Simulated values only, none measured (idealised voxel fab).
The name of this process module is voxel plated lines.
Xsec cut, 180 nm wide, square cell size 5 nm.
This document writes a cross-section as a grid whose cells are square, and gives it as bands, listed from the top down; one or more rows of cells form a band.
It is stipulated that each band's entry specify, in nanometres, the height of the top of the band and then that of its bottom, followed by the materials of the band in left-to-right sequence, each together with its width in nanometres. A single material marked by the word "throughout" is understood to fill the band from edge to edge; the word "air" is understood to denote empty space.
We count height from 0. Below that, the starting wafer is all one material. The lowest band never ends at the bottom but goes on down; see "0 nm and below" for how that is written.
The width entry "30->40" should be interpreted row by row: the top row of cells in the band takes the first number, the bottom row takes the second number, and the change between adjacent rows is uniform throughout.
Any step labelled "identical to before" changed none of the cells in the cross-section.
Voids not open to the top, 8 cells minimum: see "Closed void roster". Written width x height at distance; distance is from the left edge; nm.
If you see something after the settings on a step's line, that's the simulator's own remark about that step.
For masked steps, "overlay nm" on the step line gives how far right of plan the mask actually lay; a minus sign means it lay to the left.

-- This section lists the process steps that were planned
1) RECEIVE,material Si
2) CONFORMAL_DEP,material Al2O3,thk nm 5
3) DIRECTIONAL_DEP,material TiN,thk nm 5
4) PATTERN,tone open,mask id LINES,material resist,width nm 15,pitch nm 35,thk nm 40,overlay nm 0
5) EPI,material Ru,thk nm 10
6) EPI,material Ru,thk nm 5
7) EPI,material Ru,thk nm 5
8) STRIP,etch materials resist
9) DIRECTIONAL_ETCH,etch materials TiN,depth nm 5
10) CONFORMAL_DEP,material SiCN,thk nm 10

-- Here's what the wafer looked like in cross-section when it arrived - that's after step 1
* 0 nm and below = Si throughout
* Closed void roster: none

-- First of two wafers, end-of-module section, run followed plan
* 40 nm to 30 nm = air=55, SiCN=70, air=55
* 30 nm to 15 nm = air=55, SiCN=10, Ru=15, SiCN=20, Ru=15, SiCN=10, air=55
* 15 nm to 10 nm = SiCN=65, Ru=15, SiCN=20, Ru=15, SiCN=65
* 10 nm to 5 nm = SiCN=65, TiN=15, SiCN=20, TiN=15, SiCN=65
* 5 nm to 0 nm = Al2O3 throughout
* 0 nm and below = Si throughout
* Closed void roster: none

-- Second wafer through the module, sectioned at the end: same beginning and same plan as the first wafer, with one mistake in carrying it out
* 40 nm to 30 nm = SiCN throughout
* 30 nm to 10 nm = Ru=65, SiCN=15, Ru=20, SiCN=15, Ru=65
* 10 nm to 5 nm = TiN=65, SiCN=15, TiN=20, SiCN=15, TiN=65
* 5 nm to 0 nm = Al2O3 throughout
* 0 nm and below = Si throughout
* Closed void roster: none
Error vs. plan: step 4 off recipe, ran as PATTERN,tone cover,mask id LINES,material resist,width nm 15,pitch nm 35,thk nm 40,overlay nm 0
Once processing is complete, comparing cell counts shows that the second wafer has more or fewer of certain materials than the first: Ru +96; SiCN -10; TiN +24
